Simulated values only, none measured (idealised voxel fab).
The process module presented herein is designated voxel ribs on slabs.
The cross-section on display is named cut; it measures 175 nm wide, and its cells are 5 nm squares.
How to read a cross-section here: the picture is a grid of square cells, written as bands going from the top down, and any band can span one or more rows of cells. It is stipulated that each band's entry specify, in nanometres, the height of the top of the band and then that of its bottom, followed by the materials of the band in left-to-right sequence, each together with its width in nanometres. A single material marked by the word "full width" is understood to fill the band from edge to edge; the word "air" is understood to denote empty space. The level at which height equals 0 is the one under which the wafer, as it arrives, is entirely one material. No lower edge exists for the bottom band, which continues downward and is notated as in "from 0 down". Read "30..40" as a graded width: first number on top, second number at the bottom, same change between each pair of neighbouring rows. "nothing different" (step): cross-section cells unchanged, all of them. The label "Enclosed cavity list" introduces a list of the empty spaces, 8 cells or larger, that have no open way up to the top; each entry in it reads width x height at distance, where the distance is taken from the left edge and all three are stated in nm. On each step's line, the part that comes after the settings is the simulator's own comment on the step. "overlay nm", when on a step's line for a step with a mask, measures how far to the right of its planned place the mask lay; a negative measure means to the left.
[Steps in the process plan]
step 1: RECEIVE, material Si
step 2: DIRECTIONAL_DEP, material SiO2, thk nm 20
step 3: DIRECTIONAL_DEP, material polySi, thk nm 15
step 4: PATTERN, tone cover, mask id RIB, material resist, width nm 30, thk nm 20, overlay nm 0
step 5: DIRECTIONAL_ETCH, etch materials polySi, depth nm 5
step 6: STRIP, etch materials resist
step 7: PATTERN, tone cover, mask id SLAB, material resist, width nm 90, thk nm 20, overlay nm -15
step 8: DIRECTIONAL_ETCH, etch materials polySi, depth nm 10
step 9: STRIP, etch materials resist
step 10: FILL_DEP, material SiO2, thk nm 30
step 11: CMP, height nm 55
step 12: DIRECTIONAL_DEP, material TiN, thk nm 10
step 13: PATTERN, tone cover, mask id HEATER, material resist, width nm 40, thk nm 20, overlay nm 0
step 14: DIRECTIONAL_ETCH, etch materials TiN, depth nm 10
step 15: STRIP, etch materials resist
step 16: CONFORMAL_DEP, material SiO2, thk nm 10
It is noted that the wafers described herein are identical at the outset and are distinguished by the overlay nm of step 7; the value stated in the plan corresponds to the first wafer.
[Cross-section of the first incoming wafer of several, state after step 1]
	from 0 down  Si full width
	Enclosed cavity list: none
[End of module, by wafer: material-by-material cell gain (+) or loss (-) since receipt, then closed voids]
overlay nm -15, +421 SiO2, +16 TiN, +42 polySi, Enclosed cavity list: none
overlay nm -10, +421 SiO2, +16 TiN, +42 polySi, Enclosed cavity list: none
overlay nm -5, +421 SiO2, +16 TiN, +42 polySi, Enclosed cavity list: none
overlay nm 0, +421 SiO2, +16 TiN, +42 polySi, Enclosed cavity list: none
overlay nm 5, +421 SiO2, +16 TiN, +42 polySi, Enclosed cavity list: none
overlay nm 10, +421 SiO2, +16 TiN, +42 polySi, Enclosed cavity list: none
overlay nm 15, +421 SiO2, +16 TiN, +42 polySi, Enclosed cavity list: none
